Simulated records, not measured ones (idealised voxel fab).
The name of this process module is voxel transistor to metal.
The cross-section on display is named cut; it measures 210 nm wide, and its cells are 5 nm squares.
In this document a cross-section is written as a grid of square cells. It is given as a series of bands, listed from the top down, and a band is one or more rows of cells.
Band entry format. Leading values: height of top, height of bottom, nm. Remainder: materials in left-to-right order, each with its width in nm. Special words: "full width" on a single material, which then fills the band edge to edge; "blank", empty space.
We count height from 0. Below that, the starting wafer is all one material. The lowest band never ends at the bottom but goes on down; see "0 nm and below" for how that is written.
The two numbers in a width such as "30..40" mark its ends across the band: the first belongs to the top row of cells, the second to the bottom row, and from each row to the next the width moves by the same amount.
Where a step carries "remained unchanged", the cross-section came out of it unchanged, cell for cell.
Listed in "Trapped voids": every empty space of 8 or more cells without an open way to the top. Form: width x height at distance, the distance being from the left edge, all in nm.
The remark found on a step's line after its settings is issued by the simulator itself and pertains to that step.
overlay nm: where the mask lay relative to plan, measured to the right, on steps with a mask; negatives go left.

[Steps in the process plan]
step 1: RECEIVE (material Si)
step 2: OXIDIZE (depth nm 5)
step 3: CONFORMAL_DEP (material SiN; thk nm 10)
step 4: PATTERN (tone cover; mask id ACTIVE; material resist; width nm 110; thk nm 20; overlay nm 0)
step 5: DIRECTIONAL_ETCH (etch materials SiN; depth nm 10)
step 6: DIRECTIONAL_ETCH (etch materials SiO2; depth nm 5)
step 7: DIRECTIONAL_ETCH (etch materials Si; depth nm 30)
step 8: STRIP (etch materials resist)
step 9: OXIDIZE (depth nm 5)
step 10: FILL_DEP (material SiO2; thk nm 10)
step 11: CMP (height nm 10)
step 12: SELECTIVE_ETCH (etch materials SiO2; depth nm 5)
step 13: STRIP (etch materials SiN)
step 14: SELECTIVE_ETCH (etch materials SiO2; depth nm 5)
step 15: OXIDIZE (depth nm 5)
step 16: DIRECTIONAL_DEP (material polySi; thk nm 20)
step 17: DIRECTIONAL_DEP (material SiCN; thk nm 10)
step 18: MASKED_ETCH (tone cover; mask id GATE; width nm 30; etch materials SiCN; depth nm 20; overlay nm 0)
step 19: MASKED_ETCH (tone cover; mask id GATE; width nm 30; etch materials polySi; depth nm 30; overlay nm 0)
step 20: CONFORMAL_DEP (material SiN; thk nm 5)
step 21: DIRECTIONAL_ETCH (etch materials SiN; depth nm 5)
step 22: DIRECTIONAL_ETCH (etch materials SiO2; depth nm 5)
step 23: DIRECTIONAL_ETCH (etch materials Si; depth nm 15)
step 24: EPI (material pSi; thk nm 20)
step 25: FILL_DEP (material SiO2; thk nm 10)
step 26: CMP (height nm 15)
step 27: STRIP (etch materials polySi)
step 28: SELECTIVE_ETCH (etch materials SiO2; depth nm 5)
step 29: CONFORMAL_DEP (material HfO2; thk nm 5)
step 30: CONFORMAL_DEP (material TiN; thk nm 5)
step 31: FILL_DEP (material W; thk nm 10)
step 32: CMP (height nm 10)
step 33: DIRECTIONAL_DEP (material SiO2; thk nm 15)
step 34: MASKED_ETCH (tone open; mask id CONTACT; width nm 15; pitch nm 75; etch materials SiO2; depth nm 30; overlay nm 0)
step 35: CONFORMAL_DEP (material TiN; thk nm 5)
step 36: FILL_DEP (material Ru; thk nm 5)
step 37: CMP (height nm 25)
step 38: DIRECTIONAL_DEP (material TiN; thk nm 5)
step 39: DIRECTIONAL_DEP (material Ru; thk nm 20)
step 40: DIRECTIONAL_DEP (material aC; thk nm 15)
step 41: PATTERN (tone cover; mask id METAL_1; material resist; width nm 15; pitch nm 75; thk nm 35; overlay nm 0)
step 42: DIRECTIONAL_ETCH (etch materials aC; depth nm 15)
step 43: STRIP (etch materials resist)
step 44: DIRECTIONAL_ETCH (etch materials Ru; depth nm 20)
step 45: DIRECTIONAL_ETCH (etch materials TiN; depth nm 5)
step 46: STRIP (etch materials aC)
step 47: FILL_DEP (material lowk; thk nm 5)
step 48: CMP (height nm 50)
step 49: CONFORMAL_DEP (material SiN; thk nm 5)

[So this is the incoming wafer in cross-section - it's already been through step 1]
  0 nm and below | Si full width
  Trapped voids: none

[End-of-module XS, first of two wafers, run as planned]
  55 nm to 50 nm | SiN full width
  50 nm to 30 nm | lowk=60 | Ru=15 | lowk=60 | Ru=15 | lowk=60
  30 nm to 25 nm | lowk=60 | TiN=15 | lowk=60 | TiN=15 | lowk=60
  25 nm to 15 nm | SiO2=60 | TiN=5 | Ru=5 | TiN=5 | SiO2=60 | TiN=5 | Ru=5 | TiN=5 | SiO2=60
  15 nm to 10 nm | SiO2=60 | TiN=15 | SiO2=60 | TiN=15 | SiO2=60
  10 nm to 0 nm | SiO2=60 | TiN=5 | pSi=20 | SiN=5 | HfO2=5 | TiN=5 | W=10 | TiN=5 | HfO2=5 | SiN=5 | pSi=20 | TiN=5 | SiO2=60
  0 nm to -5 nm | SiO2=45 | SiN=5 | SiO2=10 | TiN=5 | pSi=20 | SiN=5 | HfO2=5 | TiN=20 | HfO2=5 | SiN=5 | pSi=20 | TiN=5 | SiO2=10 | SiN=5 | SiO2=45
  -5 nm to -10 nm | SiO2=50 | pSi=35 | HfO2=40 | pSi=35 | SiO2=50
  -10 nm to -25 nm | SiO2=55 | pSi=30 | Si=40 | pSi=30 | SiO2=55
  -25 nm to -40 nm | SiO2=55 | Si=100 | SiO2=55
  -40 nm and below | Si full width
  Trapped voids: none

[second wafer at the end: like start, like plan, one mistake]
  55 nm to 50 nm | SiN full width
  50 nm to 30 nm | lowk=60 | Ru=15 | lowk=60 | Ru=15 | lowk=60
  30 nm to 25 nm | lowk=60 | TiN=15 | lowk=60 | TiN=15 | lowk=60
  25 nm to 15 nm | SiO2=60 | TiN=5 | Ru=5 | TiN=5 | SiO2=60 | TiN=5 | Ru=5 | TiN=5 | SiO2=60
  15 nm to 10 nm | SiO2=60 | TiN=15 | SiO2=60 | TiN=15 | SiO2=60
  10 nm to 0 nm | SiO2=60 | TiN=5 | pSi=20 | SiN=5 | HfO2=5 | TiN=5 | W=10 | TiN=5 | HfO2=5 | SiN=5 | pSi=20 | TiN=5 | SiO2=60
  0 nm to -5 nm | SiO2=45 | SiN=5 | SiO2=10 | TiN=5 | pSi=20 | SiN=5 | HfO2=5 | TiN=20 | HfO2=5 | SiN=5 | pSi=20 | TiN=5 | SiO2=10 | SiN=5 | SiO2=45
  -5 nm to -10 nm | SiO2=50 | pSi=35 | HfO2=40 | pSi=35 | SiO2=50
  -10 nm to -25 nm | SiO2=55 | pSi=30 | Si=40 | pSi=30 | SiO2=55
  -25 nm to -35 nm | SiO2=55 | Si=100 | SiO2=55
  -35 nm and below | Si full width
  Trapped voids: none
The mistake made against the process plan was this: planned and actual differ for step 7; actual: DIRECTIONAL_ETCH (etch materials Si; depth nm 25)
Cell-count delta at end, second wafer over first, by material: Si: 22 more, SiO2: 22 fewer
